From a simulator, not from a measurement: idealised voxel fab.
Process module name: voxel capacitor over wiring
205 nm wide, 5 nm square cells: that's cross-section cut.
Each cross-section below is a grid of square cells, stated as bands in top-down order, with one or more rows of cells making up each band. Basically the band line says how high the top is and how high the bottom is, in nm, and then what's in it from left to right, every material with its width in nm. Empty space shows up as "empty", and if a single material carries "throughout" it runs the full band edge to edge. Counting heights begins at 0, where everything beneath is, in the wafer as received, one material. The lowest band has no bottom; it goes on downwards, as "0 down" shows. A width such as "30..40" changes by the same amount from each row of cells to the next, from the band's top row to its bottom row. No cell of the cross-section changed in a step that is given as "remained the same". If an empty space has no open way to the top and is at least 8 cells in size, "Enclosed void entries" lists it, written width x height at distance, where distance is measured from the left edge and every value is in nm. If you see something after the settings on a step's line, that's the simulator's own remark about that step. overlay nm: on a step with a mask, how far right of its planned place the mask lay; negative means left. Guide to the pairs. Each holds a before and an after cross-section around one process step; the after cross-section is cut off at the lowest band that changed. Look under the pair for the step between them and its settings. Pairs can come from different runs of this module on the same starting wafer, so a pair follows on from the one above it only where its entry headed "Incoming profile" says it does.

Incoming profile:
* 0 down  Si throughout
* Enclosed void entries: none

Post-Step Geometry:
* 10 to 0  SiO2 throughout
* Beneath the level 0, the cross-section is identical to its previous state.
* Enclosed void entries: none
Can you name the step between the two cross-sections above? It is CONFORMAL_DEP,material SiO2,thk nm 10

Incoming profile: The initial state for this step is given by the after cross-section of the immediately preceding pair.

Post-Step Geometry:
* 15 to 10  SiCN throughout
* Beneath the level 10, the cross-section is identical to its previous state.
* Enclosed void entries: none
Can you name the step between the two cross-sections above? It is CONFORMAL_DEP,material SiCN,thk nm 5

Incoming profile: The initial state for this step is given by the after cross-section of the immediately preceding pair.

Post-Step Geometry:
* 30 to 15  lowk throughout
* Beneath the level 15, the cross-section is identical to its previous state.
* Enclosed void entries: none
Can you name the step between the two cross-sections above? It is DIRECTIONAL_DEP,material lowk,thk nm 15

Incoming profile: The initial state for this step is given by the after cross-section of the immediately preceding pair.

Post-Step Geometry:
* 45 to 30  resist 40 nm  empty 25 nm  resist 70 nm  empty 25 nm  resist 45 nm
* Beneath the level 30, the cross-section is identical to its previous state.
* Enclosed void entries: none
Can you name the step between the two cross-sections above? It is PATTERN,tone open,mask id METAL_1,material resist,width nm 25,pitch nm 95,thk nm 15,overlay nm 0

Incoming profile: The initial state for this step is given by the after cross-section of the immediately preceding pair.

Post-Step Geometry:
* 45 to 30  resist 40 nm  empty 25 nm  resist 70 nm  empty 25 nm  resist 45 nm
* 30 to 15  lowk 40 nm  empty 25 nm  lowk 70 nm  empty 25 nm  lowk 45 nm
* Beneath the level 15, the cross-section is identical to its previous state.
* Enclosed void entries: none
Can you name the step between the two cross-sections above? It is DIRECTIONAL_ETCH,etch materials lowk,depth nm 15

Incoming profile: The initial state for this step is given by the after cross-section of the immediately preceding pair.

Post-Step Geometry:
* 45 to 30  resist 40 nm  empty 25 nm  resist 70 nm  empty 25 nm  resist 45 nm
* 30 to 15  lowk 40 nm  empty 25 nm  lowk 70 nm  empty 25 nm  lowk 45 nm
* 15 to 10  SiCN 40 nm  empty 25 nm  SiCN 70 nm  empty 25 nm  SiCN 45 nm
* Beneath the level 10, the cross-section is identical to its previous state.
* Enclosed void entries: none
Can you name the step between the two cross-sections above? It is DIRECTIONAL_ETCH,etch materials SiCN,depth nm 5

Incoming profile: The initial state for this step is given by the after cross-section of the immediately preceding pair.

Post-Step Geometry:
* 30 to 15  lowk 40 nm  empty 25 nm  lowk 70 nm  empty 25 nm  lowk 45 nm
* Beneath the level 15, the cross-section is identical to its previous state.
* Enclosed void entries: none
Can you name the step between the two cross-sections above? It is STRIP,etch materials resist

Incoming profile: The initial state for this step is given by the after cross-section of the immediately preceding pair.

Post-Step Geometry:
* 35 to 30  TiN 45 nm  empty 15 nm  TiN 80 nm  empty 15 nm  TiN 50 nm
* 30 to 15  lowk 40 nm  TiN 5 nm  empty 15 nm  TiN 5 nm  lowk 70 nm  TiN 5 nm  empty 15 nm  TiN 5 nm  lowk 45 nm
* 15 to 10  SiCN 40 nm  TiN 25 nm  SiCN 70 nm  TiN 25 nm  SiCN 45 nm
* Beneath the level 10, the cross-section is identical to its previous state.
* Enclosed void entries: none
Can you name the step between the two cross-sections above? It is CONFORMAL_DEP,material TiN,thk nm 5

Incoming profile: The initial state for this step is given by the after cross-section of the immediately preceding pair.

Post-Step Geometry:
* 40 to 35  Cu throughout
* 35 to 30  TiN 45 nm  Cu 15 nm  TiN 80 nm  Cu 15 nm  TiN 50 nm
* 30 to 15  lowk 40 nm  TiN 5 nm  Cu 15 nm  TiN 5 nm  lowk 70 nm  TiN 5 nm  Cu 15 nm  TiN 5 nm  lowk 45 nm
* Beneath the level 15, the cross-section is identical to its previous state.
* Enclosed void entries: none
Can you name the step between the two cross-sections above? It is FILL_DEP,material Cu,thk nm 5

Incoming profile: The initial state for this step is given by the after cross-section of the immediately preceding pair.

Post-Step Geometry:
* 30 to 15  lowk 40 nm  TiN 5 nm  Cu 15 nm  TiN 5 nm  lowk 70 nm  TiN 5 nm  Cu 15 nm  TiN 5 nm  lowk 45 nm
* Beneath the level 15, the cross-section is identical to its previous state.
* Enclosed void entries: none
Can you name the step between the two cross-sections above? It is CMP,height nm 30

Incoming profile: The initial state for this step is given by the after cross-section of the immediately preceding pair.

Post-Step Geometry:
* 35 to 30  empty 35 nm  Ru 35 nm  empty 60 nm  Ru 35 nm  empty 40 nm
* Beneath the level 30, the cross-section is identical to its previous state.
* Enclosed void entries: none
Can you name the step between the two cross-sections above? It is EPI,material Ru,thk nm 5

Incoming profile: The initial state for this step is given by the after cross-section of the immediately preceding pair.

Post-Step Geometry:
* 40 to 35  SiCN throughout
* 35 to 30  SiCN 35 nm  Ru 35 nm  SiCN 60 nm  Ru 35 nm  SiCN 40 nm
* Beneath the level 30, the cross-section is identical to its previous state.
* Enclosed void entries: none
Can you name the step between the two cross-sections above? It is FILL_DEP,material SiCN,thk nm 5

Incoming profile: The initial state for this step is given by the after cross-section of the immediately preceding pair.

Post-Step Geometry:
* 55 to 40  lowk throughout
* Beneath the level 40, the cross-section is identical to its previous state.
* Enclosed void entries: none
Can you name the step between the two cross-sections above? It is DIRECTIONAL_DEP,material lowk,thk nm 15

Incoming profile: The initial state for this step is given by the after cross-section of the immediately preceding pair.

Post-Step Geometry:
* 70 to 55  aC throughout
* Beneath the level 55, the cross-section is identical to its previous state.
* Enclosed void entries: none
Can you name the step between the two cross-sections above? It is DIRECTIONAL_DEP,material aC,thk nm 15

Incoming profile: The initial state for this step is given by the after cross-section of the immediately preceding pair.

Post-Step Geometry:
* 105 to 70  resist 50 nm  empty 15 nm  resist 140 nm
* Beneath the level 70, the cross-section is identical to its previous state.
* Enclosed void entries: none
Can you name the step between the two cross-sections above? It is PATTERN,tone open,mask id PLUG_1,material resist,width nm 15,thk nm 35,overlay nm 0

Incoming profile: The initial state for this step is given by the after cross-section of the immediately preceding pair.

Post-Step Geometry:
* 90 to 70  resist 50 nm  empty 15 nm  resist 140 nm
* 70 to 55  aC 50 nm  empty 15 nm  aC 140 nm
* Beneath the level 55, the cross-section is identical to its previous state.
* Enclosed void entries: none
Can you name the step between the two cross-sections above? It is DIRECTIONAL_ETCH,etch materials aC,depth nm 15

Incoming profile: The initial state for this step is given by the after cross-section of the immediately preceding pair.

Post-Step Geometry:
* 70 to 55  aC 50 nm  empty 15 nm  aC 140 nm
* Beneath the level 55, the cross-section is identical to its previous state.
* Enclosed void entries: none
Can you name the step between the two cross-sections above? It is STRIP,etch materials resist

Incoming profile: The initial state for this step is given by the after cross-section of the immediately preceding pair.

Post-Step Geometry:
* 70 to 55  aC 50 nm  empty 15 nm  aC 140 nm
* 55 to 40  lowk 50 nm  empty 15 nm  lowk 140 nm
* Beneath the level 40, the cross-section is identical to its previous state.
* Enclosed void entries: none
Can you name the step between the two cross-sections above? It is DIRECTIONAL_ETCH,etch materials lowk,depth nm 15

Incoming profile: The initial state for this step is given by the after cross-section of the immediately preceding pair.

Post-Step Geometry:
* 70 to 55  aC 50 nm  empty 15 nm  aC 140 nm
* 55 to 40  lowk 50 nm  empty 15 nm  lowk 140 nm
* 40 to 35  SiCN 50 nm  empty 15 nm  SiCN 140 nm
* Beneath the level 35, the cross-section is identical to its previous state.
* Enclosed void entries: none
Can you name the step between the two cross-sections above? It is DIRECTIONAL_ETCH,etch materials SiCN,depth nm 5

Incoming profile: The initial state for this step is given by the after cross-section of the immediately preceding pair.

Post-Step Geometry:
* 55 to 40  lowk 50 nm  empty 15 nm  lowk 140 nm
* Beneath the level 40, the cross-section is identical to its previous state.
* Enclosed void entries: none
Can you name the step between the two cross-sections above? It is STRIP,etch materials aC

Incoming profile: The initial state for this step is given by the after cross-section of the immediately preceding pair.

Post-Step Geometry:
* 55 to 45  lowk 50 nm  empty 15 nm  lowk 140 nm
* 45 to 40  lowk 50 nm  Ru 15 nm  lowk 140 nm
* 40 to 35  SiCN 50 nm  Ru 15 nm  SiCN 140 nm
* Beneath the level 35, the cross-section is identical to its previous state.
* Enclosed void entries: none
Can you name the step between the two cross-sections above? It is EPI,material Ru,thk nm 10

Incoming profile: The initial state for this step is given by the after cross-section of the immediately preceding pair.

Post-Step Geometry:
* 55 to 40  lowk 50 nm  Ru 15 nm  lowk 140 nm
* Beneath the level 40, the cross-section is identical to its previous state.
* Enclosed void entries: none
Can you name the step between the two cross-sections above? It is EPI,material Ru,thk nm 10

Incoming profile: The initial state for this step is given by the after cross-section of the immediately preceding pair.

Post-Step Geometry:
* 65 to 55  TiN throughout
* Beneath the level 55, the cross-section is identical to its previous state.
* Enclosed void entries: none
Can you name the step between the two cross-sections above? It is DIRECTIONAL_DEP,material TiN,thk nm 10

Incoming profile: The initial state for this step is given by the after cross-section of the immediately preceding pair.

Post-Step Geometry:
* 70 to 65  Al2O3 throughout
* Beneath the level 65, the cross-section is identical to its previous state.
* Enclosed void entries: none
Can you name the step between the two cross-sections above? It is DIRECTIONAL_DEP,material Al2O3,thk nm 5

Incoming profile: The initial state for this step is given by the after cross-section of the immediately preceding pair.

Post-Step Geometry:
* 75 to 70  TiN throughout
* Beneath the level 70, the cross-section is identical to its previous state.
* Enclosed void entries: none
Can you name the step between the two cross-sections above? It is DIRECTIONAL_DEP,material TiN,thk nm 5

Incoming profile: The initial state for this step is given by the after cross-section of the immediately preceding pair.

Post-Step Geometry:
* 75 to 70  empty 50 nm  TiN 75 nm  empty 80 nm
* Beneath the level 70, the cross-section is identical to its previous state.
* Enclosed void entries: none
Can you name the step between the two cross-sections above? It is MASKED_ETCH,tone cover,mask id UPPER_PLATE,width nm 75,etch materials TiN,depth nm 5,overlay nm 0

Incoming profile: The initial state for this step is given by the after cross-section of the immediately preceding pair.

Post-Step Geometry:
* 75 to 70  empty 50 nm  TiN 75 nm  empty 80 nm
* 70 to 65  empty 50 nm  Al2O3 75 nm  empty 80 nm
* Beneath the level 65, the cross-section is identical to its previous state.
* Enclosed void entries: none
Can you name the step between the two cross-sections above? It is MASKED_ETCH,tone cover,mask id UPPER_PLATE,width nm 75,etch materials Al2O3,depth nm 5,overlay nm 0

Incoming profile: The initial state for this step is given by the after cross-section of the immediately preceding pair.

Post-Step Geometry:
* 95 to 75  empty 45 nm  resist 85 nm  empty 75 nm
* 75 to 70  empty 45 nm  resist 5 nm  TiN 75 nm  resist 5 nm  empty 75 nm
* 70 to 65  empty 45 nm  resist 5 nm  Al2O3 75 nm  resist 5 nm  empty 75 nm
* Beneath the level 65, the cross-section is identical to its previous state.
* Enclosed void entries: none
Can you name the step between the two cross-sections above? It is PATTERN,tone cover,mask id LOWER_PLATE,material resist,width nm 85,thk nm 20,overlay nm 0

Incoming profile: The initial state for this step is given by the after cross-section of the immediately preceding pair.

Post-Step Geometry:
* 95 to 75  empty 45 nm  resist 85 nm  empty 75 nm
* 75 to 70  empty 45 nm  resist 5 nm  TiN 75 nm  resist 5 nm  empty 75 nm
* 70 to 65  empty 45 nm  resist 5 nm  Al2O3 75 nm  resist 5 nm  empty 75 nm
* 65 to 55  empty 45 nm  TiN 85 nm  empty 75 nm
* Beneath the level 55, the cross-section is identical to its previous state.
* Enclosed void entries: none
Can you name the step between the two cross-sections above? It is DIRECTIONAL_ETCH,etch materials TiN,depth nm 10

Incoming profile: The initial state for this step is given by the after cross-section of the immediately preceding pair.

Post-Step Geometry:
* 75 to 70  empty 50 nm  TiN 75 nm  empty 80 nm
* 70 to 65  empty 50 nm  Al2O3 75 nm  empty 80 nm
* Beneath the level 65, the cross-section is identical to its previous state.
* Enclosed void entries: none
Can you name the step between the two cross-sections above? It is STRIP,etch materials resist

Incoming profile: The initial state for this step is given by the after cross-section of the immediately preceding pair.

Post-Step Geometry:
* 95 to 75  SiO2 throughout
* 75 to 70  SiO2 50 nm  TiN 75 nm  SiO2 80 nm
* 70 to 65  SiO2 50 nm  Al2O3 75 nm  SiO2 80 nm
* 65 to 55  SiO2 45 nm  TiN 85 nm  SiO2 75 nm
* Beneath the level 55, the cross-section is identical to its previous state.
* Enclosed void entries: none
Can you name the step between the two cross-sections above? It is FILL_DEP,material SiO2,thk nm 20

Incoming profile: The initial state for this step is given by the after cross-section of the immediately preceding pair.

Post-Step Geometry:
* 90 to 75  SiO2 throughout
* Beneath the level 75, the cross-section is identical to its previous state.
* Enclosed void entries: none
Can you name the step between the two cross-sections above? It is CMP,height nm 90

Incoming profile: The initial state for this step is given by the after cross-section of the immediately preceding pair.

Post-Step Geometry:
* 100 to 90  aC throughout
* Beneath the level 90, the cross-section is identical to its previous state.
* Enclosed void entries: none
Can you name the step between the two cross-sections above? It is DIRECTIONAL_DEP,material aC,thk nm 10

Incoming profile: The initial state for this step is given by the after cross-section of the immediately preceding pair.

Post-Step Geometry:
* 130 to 100  resist 60 nm  empty 15 nm  resist 130 nm
* Beneath the level 100, the cross-section is identical to its previous state.
* Enclosed void entries: none
Can you name the step between the two cross-sections above? It is PATTERN,tone open,mask id PLUG_2,material resist,width nm 15,thk nm 30,overlay nm 0

Incoming profile: The initial state for this step is given by the after cross-section of the immediately preceding pair.

Post-Step Geometry:
* 120 to 100  resist 60 nm  empty 15 nm  resist 130 nm
* 100 to 90  aC 60 nm  empty 15 nm  aC 130 nm
* Beneath the level 90, the cross-section is identical to its previous state.
* Enclosed void entries: none
Can you name the step between the two cross-sections above? It is DIRECTIONAL_ETCH,etch materials aC,depth nm 10

Incoming profile: The initial state for this step is given by the after cross-section of the immediately preceding pair.

Post-Step Geometry:
* 100 to 90  aC 60 nm  empty 15 nm  aC 130 nm
* Beneath the level 90, the cross-section is identical to its previous state.
* Enclosed void entries: none
Can you name the step between the two cross-sections above? It is STRIP,etch materials resist

Incoming profile: The initial state for this step is given by the after cross-section of the immediately preceding pair.

Post-Step Geometry:
* 100 to 90  aC 60 nm  empty 15 nm  aC 130 nm
* 90 to 75  SiO2 60 nm  empty 15 nm  SiO2 130 nm
* Beneath the level 75, the cross-section is identical to its previous state.
* Enclosed void entries: none
Can you name the step between the two cross-sections above? It is DIRECTIONAL_ETCH,etch materials SiO2,depth nm 15

Incoming profile: The initial state for this step is given by the after cross-section of the immediately preceding pair.

Post-Step Geometry:
* 90 to 75  SiO2 60 nm  empty 15 nm  SiO2 130 nm
* Beneath the level 75, the cross-section is identical to its previous state.
* Enclosed void entries: none
Can you name the step between the two cross-sections above? It is STRIP,etch materials aC

Incoming profile: The initial state for this step is given by the after cross-section of the immediately preceding pair.

Post-Step Geometry:
* 95 to 90  TiN 65 nm  empty 5 nm  TiN 135 nm
* 90 to 80  SiO2 60 nm  TiN 5 nm  empty 5 nm  TiN 5 nm  SiO2 130 nm
* 80 to 70  SiO2 60..50 nm  TiN 15..75 nm  SiO2 130..80 nm
* Beneath the level 70, the cross-section is identical to its previous state.
* Enclosed void entries: none
Can you name the step between the two cross-sections above? It is CONFORMAL_DEP,material TiN,thk nm 5

Incoming profile: The initial state for this step is given by the after cross-section of the immediately preceding pair.

Post-Step Geometry:
* 100 to 95  Ru throughout
* 95 to 90  TiN 65 nm  Ru 5 nm  TiN 135 nm
* 90 to 80  SiO2 60 nm  TiN 5 nm  Ru 5 nm  TiN 5 nm  SiO2 130 nm
* Beneath the level 80, the cross-section is identical to its previous state.
* Enclosed void entries: none
Can you name the step between the two cross-sections above? It is FILL_DEP,material Ru,thk nm 5

Incoming profile: The initial state for this step is given by the after cross-section of the immediately preceding pair.

Post-Step Geometry:
* 90 to 80  SiO2 60 nm  TiN 5 nm  Ru 5 nm  TiN 5 nm  SiO2 130 nm
* Beneath the level 80, the cross-section is identical to its previous state.
* Enclosed void entries: none
Can you name the step between the two cross-sections above? It is CMP,height nm 90

Incoming profile: The initial state for this step is given by the after cross-section of the immediately preceding pair.

Post-Step Geometry:
* 95 to 90  SiN throughout
* Beneath the level 90, the cross-section is identical to its previous state.
* Enclosed void entries: none
Can you name the step between the two cross-sections above? It is CONFORMAL_DEP,material SiN,thk nm 5

Incoming profile:
* 55 to 45  lowk 50 nm  empty 15 nm  lowk 140 nm
* 45 to 40  lowk 50 nm  Ru 15 nm  lowk 140 nm
* 40 to 35  SiCN 50 nm  Ru 15 nm  SiCN 140 nm
* 35 to 30  SiCN 35 nm  Ru 35 nm  SiCN 60 nm  Ru 35 nm  SiCN 40 nm
* 30 to 15  lowk 40 nm  TiN 5 nm  Cu 15 nm  TiN 5 nm  lowk 70 nm  TiN 5 nm  Cu 15 nm  TiN 5 nm  lowk 45 nm
* 15 to 10  SiCN 40 nm  TiN 25 nm  SiCN 70 nm  TiN 25 nm  SiCN 45 nm
* 10 to 0  SiO2 throughout
* 0 down  Si throughout
* Enclosed void entries: none

Post-Step Geometry:
* 65 to 55  TiN 50 nm  empty 15 nm  TiN 140 nm
* 55 to 45  lowk 50 nm  TiN 15 nm  lowk 140 nm
* Beneath the level 45, the cross-section is identical to its previous state.
* Enclosed void entries: none
Can you name the step between the two cross-sections above? It is DIRECTIONAL_DEP,material TiN,thk nm 10

Incoming profile: The initial state for this step is given by the after cross-section of the immediately preceding pair.

Post-Step Geometry:
* 70 to 65  Al2O3 50 nm  empty 15 nm  Al2O3 140 nm
* 65 to 60  TiN 50 nm  empty 15 nm  TiN 140 nm
* 60 to 55  TiN 50 nm  Al2O3 15 nm  TiN 140 nm
* Beneath the level 55, the cross-section is identical to its previous state.
* Enclosed void entries: none
Can you name the step between the two cross-sections above? It is DIRECTIONAL_DEP,material Al2O3,thk nm 5

Incoming profile: The initial state for this step is given by the after cross-section of the immediately preceding pair.

Post-Step Geometry:
* 75 to 70  TiN 50 nm  empty 15 nm  TiN 140 nm
* 70 to 65  Al2O3 50 nm  empty 15 nm  Al2O3 140 nm
* 65 to 60  TiN throughout
* Beneath the level 60, the cross-section is identical to its previous state.
* Enclosed void entries: none
Can you name the step between the two cross-sections above? It is DIRECTIONAL_DEP,material TiN,thk nm 5

Incoming profile: The initial state for this step is given by the after cross-section of the immediately preceding pair.

Post-Step Geometry:
* 75 to 70  empty 65 nm  TiN 60 nm  empty 80 nm
* Beneath the level 70, the cross-section is identical to its previous state.
* Enclosed void entries: none
Can you name the step between the two cross-sections above? It is MASKED_ETCH,tone cover,mask id UPPER_PLATE,width nm 75,etch materials TiN,depth nm 5,overlay nm 0

Incoming profile: The initial state for this step is given by the after cross-section of the immediately preceding pair.

Post-Step Geometry:
* 75 to 70  empty 65 nm  TiN 60 nm  empty 80 nm
* 70 to 65  empty 65 nm  Al2O3 60 nm  empty 80 nm
* Beneath the level 65, the cross-section is identical to its previous state.
* Enclosed void entries: none
Can you name the step between the two cross-sections above? It is MASKED_ETCH,tone cover,mask id UPPER_PLATE,width nm 75,etch materials Al2O3,depth nm 5,overlay nm 0

Incoming profile: The initial state for this step is given by the after cross-section of the immediately preceding pair.

Post-Step Geometry:
* 95 to 75  empty 45 nm  resist 85 nm  empty 75 nm
* 75 to 70  empty 45 nm  resist 20 nm  TiN 60 nm  resist 5 nm  empty 75 nm
* 70 to 65  empty 45 nm  resist 20 nm  Al2O3 60 nm  resist 5 nm  empty 75 nm
* Beneath the level 65, the cross-section is identical to its previous state.
* Enclosed void entries: none
Can you name the step between the two cross-sections above? It is PATTERN,tone cover,mask id LOWER_PLATE,material resist,width nm 85,thk nm 20,overlay nm 0

Incoming profile: The initial state for this step is given by the after cross-section of the immediately preceding pair.

Post-Step Geometry:
* 95 to 75  empty 45 nm  resist 85 nm  empty 75 nm
* 75 to 70  empty 45 nm  resist 20 nm  TiN 60 nm  resist 5 nm  empty 75 nm
* 70 to 65  empty 45 nm  resist 20 nm  Al2O3 60 nm  resist 5 nm  empty 75 nm
* 65 to 60  empty 45 nm  TiN 85 nm  empty 75 nm
* 60 to 55  empty 45 nm  TiN 5 nm  Al2O3 15 nm  TiN 65 nm  empty 75 nm
* Beneath the level 55, the cross-section is identical to its previous state.
* Enclosed void entries: none
Can you name the step between the two cross-sections above? It is DIRECTIONAL_ETCH,etch materials TiN,depth nm 10

Incoming profile: The initial state for this step is given by the after cross-section of the immediately preceding pair.

Post-Step Geometry:
* 75 to 70  empty 65 nm  TiN 60 nm  empty 80 nm
* 70 to 65  empty 65 nm  Al2O3 60 nm  empty 80 nm
* Beneath the level 65, the cross-section is identical to its previous state.
* Enclosed void entries: none
Can you name the step between the two cross-sections above? It is STRIP,etch materials resist

Incoming profile: The initial state for this step is given by the after cross-section of the immediately preceding pair.

Post-Step Geometry:
* 95 to 75  SiO2 throughout
* 75 to 70  SiO2 65 nm  TiN 60 nm  SiO2 80 nm
* 70 to 65  SiO2 65 nm  Al2O3 60 nm  SiO2 80 nm
* 65 to 60  SiO2 45 nm  TiN 85 nm  SiO2 75 nm
* 60 to 55  SiO2 45 nm  TiN 5 nm  Al2O3 15 nm  TiN 65 nm  SiO2 75 nm
* Beneath the level 55, the cross-section is identical to its previous state.
* Enclosed void entries: none
Can you name the step between the two cross-sections above? It is FILL_DEP,material SiO2,thk nm 20

Incoming profile: The initial state for this step is given by the after cross-section of the immediately preceding pair.

Post-Step Geometry:
* 90 to 75  SiO2 throughout
* Beneath the level 75, the cross-section is identical to its previous state.
* Enclosed void entries: none
Can you name the step between the two cross-sections above? It is CMP,height nm 90

Incoming profile: The initial state for this step is given by the after cross-section of the immediately preceding pair.

Post-Step Geometry:
* 100 to 90  aC throughout
* Beneath the level 90, the cross-section is identical to its previous state.
* Enclosed void entries: none
Can you name the step between the two cross-sections above? It is DIRECTIONAL_DEP,material aC,thk nm 10

Incoming profile: The initial state for this step is given by the after cross-section of the immediately preceding pair.

Post-Step Geometry:
* 130 to 100  resist 60 nm  empty 15 nm  resist 130 nm
* Beneath the level 100, the cross-section is identical to its previous state.
* Enclosed void entries: none
Can you name the step between the two cross-sections above? It is PATTERN,tone open,mask id PLUG_2,material resist,width nm 15,thk nm 30,overlay nm 0

Incoming profile: The initial state for this step is given by the after cross-section of the immediately preceding pair.

Post-Step Geometry:
* 120 to 100  resist 60 nm  empty 15 nm  resist 130 nm
* 100 to 90  aC 60 nm  empty 15 nm  aC 130 nm
* Beneath the level 90, the cross-section is identical to its previous state.
* Enclosed void entries: none
Can you name the step between the two cross-sections above? It is DIRECTIONAL_ETCH,etch materials aC,depth nm 10

Incoming profile: The initial state for this step is given by the after cross-section of the immediately preceding pair.

Post-Step Geometry:
* 100 to 90  aC 60 nm  empty 15 nm  aC 130 nm
* Beneath the level 90, the cross-section is identical to its previous state.
* Enclosed void entries: none
Can you name the step between the two cross-sections above? It is STRIP,etch materials resist

Incoming profile: The initial state for this step is given by the after cross-section of the immediately preceding pair.

Post-Step Geometry:
* 100 to 90  aC 60 nm  empty 15 nm  aC 130 nm
* 90 to 75  SiO2 60 nm  empty 15 nm  SiO2 130 nm
* Beneath the level 75, the cross-section is identical to its previous state.
* Enclosed void entries: none
Can you name the step between the two cross-sections above? It is DIRECTIONAL_ETCH,etch materials SiO2,depth nm 15

Incoming profile: The initial state for this step is given by the after cross-section of the immediately preceding pair.

Post-Step Geometry:
* 90 to 75  SiO2 60 nm  empty 15 nm  SiO2 130 nm
* Beneath the level 75, the cross-section is identical to its previous state.
* Enclosed void entries: none
Can you name the step between the two cross-sections above? It is STRIP,etch materials aC

Incoming profile: The initial state for this step is given by the after cross-section of the immediately preceding pair.

Post-Step Geometry:
* 95 to 90  TiN 65 nm  empty 5 nm  TiN 135 nm
* 90 to 80  SiO2 60 nm  TiN 5 nm  empty 5 nm  TiN 5 nm  SiO2 130 nm
* 80 to 70  SiO2 60..65 nm  TiN 15..60 nm  SiO2 130..80 nm
* Beneath the level 70, the cross-section is identical to its previous state.
* Enclosed void entries: none
Can you name the step between the two cross-sections above? It is CONFORMAL_DEP,material TiN,thk nm 5

Incoming profile: The initial state for this step is given by the after cross-section of the immediately preceding pair.

Post-Step Geometry:
* 100 to 95  Ru throughout
* 95 to 90  TiN 65 nm  Ru 5 nm  TiN 135 nm
* 90 to 80  SiO2 60 nm  TiN 5 nm  Ru 5 nm  TiN 5 nm  SiO2 130 nm
* Beneath the level 80, the cross-section is identical to its previous state.
* Enclosed void entries: none
Can you name the step between the two cross-sections above? It is FILL_DEP,material Ru,thk nm 5

Incoming profile: The initial state for this step is given by the after cross-section of the immediately preceding pair.

Post-Step Geometry:
* 90 to 80  SiO2 60 nm  TiN 5 nm  Ru 5 nm  TiN 5 nm  SiO2 130 nm
* Beneath the level 80, the cross-section is identical to its previous state.
* Enclosed void entries: none
Can you name the step between the two cross-sections above? It is CMP,height nm 90

Incoming profile: The initial state for this step is given by the after cross-section of the immediately preceding pair.

Post-Step Geometry:
* 95 to 90  SiN throughout
* Beneath the level 90, the cross-section is identical to its previous state.
* Enclosed void entries: none
Can you name the step between the two cross-sections above? It is CONFORMAL_DEP,material SiN,thk nm 5

Incoming profile:
* 55 to 40  lowk 50 nm  Ru 15 nm  lowk 140 nm
* 40 to 35  SiCN 50 nm  Ru 15 nm  SiCN 140 nm
* 35 to 30  SiCN 35 nm  Ru 35 nm  SiCN 60 nm  Ru 35 nm  SiCN 40 nm
* 30 to 15  lowk 40 nm  TiN 5 nm  Cu 15 nm  TiN 5 nm  lowk 70 nm  TiN 5 nm  Cu 15 nm  TiN 5 nm  lowk 45 nm
* 15 to 10  SiCN 40 nm  TiN 25 nm  SiCN 70 nm  TiN 25 nm  SiCN 45 nm
* 10 to 0  SiO2 throughout
* 0 down  Si throughout
* Enclosed void entries: none

Post-Step Geometry:
* 65 to 55  empty 40 nm  Ru 35 nm  empty 130 nm
* Beneath the level 55, the cross-section is identical to its previous state.
* Enclosed void entries: none
Can you name the step between the two cross-sections above? It is EPI,material Ru,thk nm 10

Incoming profile: The initial state for this step is given by the after cross-section of the immediately preceding pair.

Post-Step Geometry:
* 75 to 65  empty 40 nm  TiN 35 nm  empty 130 nm
* 65 to 55  TiN 40 nm  Ru 35 nm  TiN 130 nm
* Beneath the level 55, the cross-section is identical to its previous state.
* Enclosed void entries: none
Can you name the step between the two cross-sections above? It is DIRECTIONAL_DEP,material TiN,thk nm 10

Incoming profile: The initial state for this step is given by the after cross-section of the immediately preceding pair.

Post-Step Geometry:
* 80 to 75  empty 40 nm  Al2O3 35 nm  empty 130 nm
* 75 to 70  empty 40 nm  TiN 35 nm  empty 130 nm
* 70 to 65  Al2O3 40 nm  TiN 35 nm  Al2O3 130 nm
* Beneath the level 65, the cross-section is identical to its previous state.
* Enclosed void entries: none
Can you name the step between the two cross-sections above? It is DIRECTIONAL_DEP,material Al2O3,thk nm 5

Incoming profile: The initial state for this step is given by the after cross-section of the immediately preceding pair.

Post-Step Geometry:
* 85 to 80  empty 40 nm  TiN 35 nm  empty 130 nm
* 80 to 75  empty 40 nm  Al2O3 35 nm  empty 130 nm
* 75 to 70  TiN throughout
* Beneath the level 70, the cross-section is identical to its previous state.
* Enclosed void entries: none
Can you name the step between the two cross-sections above? It is DIRECTIONAL_DEP,material TiN,thk nm 5

Incoming profile: The initial state for this step is given by the after cross-section of the immediately preceding pair.

Post-Step Geometry:
* 85 to 80  empty 50 nm  TiN 25 nm  empty 130 nm
* 80 to 75  empty 40 nm  Al2O3 35 nm  empty 130 nm
* 75 to 70  empty 40 nm  TiN 85 nm  empty 80 nm
* Beneath the level 70, the cross-section is identical to its previous state.
* Enclosed void entries: none
Can you name the step between the two cross-sections above? It is MASKED_ETCH,tone cover,mask id UPPER_PLATE,width nm 75,etch materials TiN,depth nm 5,overlay nm 0

Incoming profile: The initial state for this step is given by the after cross-section of the immediately preceding pair.

Post-Step Geometry:
* 85 to 80  empty 50 nm  TiN 25 nm  empty 130 nm
* 80 to 75  empty 50 nm  Al2O3 25 nm  empty 130 nm
* 75 to 70  empty 40 nm  TiN 85 nm  empty 80 nm
* 70 to 65  empty 40 nm  TiN 35 nm  Al2O3 50 nm  empty 80 nm
* Beneath the level 65, the cross-section is identical to its previous state.
* Enclosed void entries: none
Can you name the step between the two cross-sections above? It is MASKED_ETCH,tone cover,mask id UPPER_PLATE,width nm 75,etch materials Al2O3,depth nm 5,overlay nm 0

Incoming profile: The initial state for this step is given by the after cross-section of the immediately preceding pair.

Post-Step Geometry:
* 105 to 85  empty 45 nm  resist 85 nm  empty 75 nm
* 85 to 80  empty 45 nm  resist 5 nm  TiN 25 nm  resist 55 nm  empty 75 nm
* 80 to 75  empty 45 nm  resist 5 nm  Al2O3 25 nm  resist 55 nm  empty 75 nm
* 75 to 70  empty 40 nm  TiN 85 nm  resist 5 nm  empty 75 nm
* 70 to 65  empty 40 nm  TiN 35 nm  Al2O3 50 nm  resist 5 nm  empty 75 nm
* Beneath the level 65, the cross-section is identical to its previous state.
* Enclosed void entries: none
Can you name the step between the two cross-sections above? It is PATTERN,tone cover,mask id LOWER_PLATE,material resist,width nm 85,thk nm 20,overlay nm 0
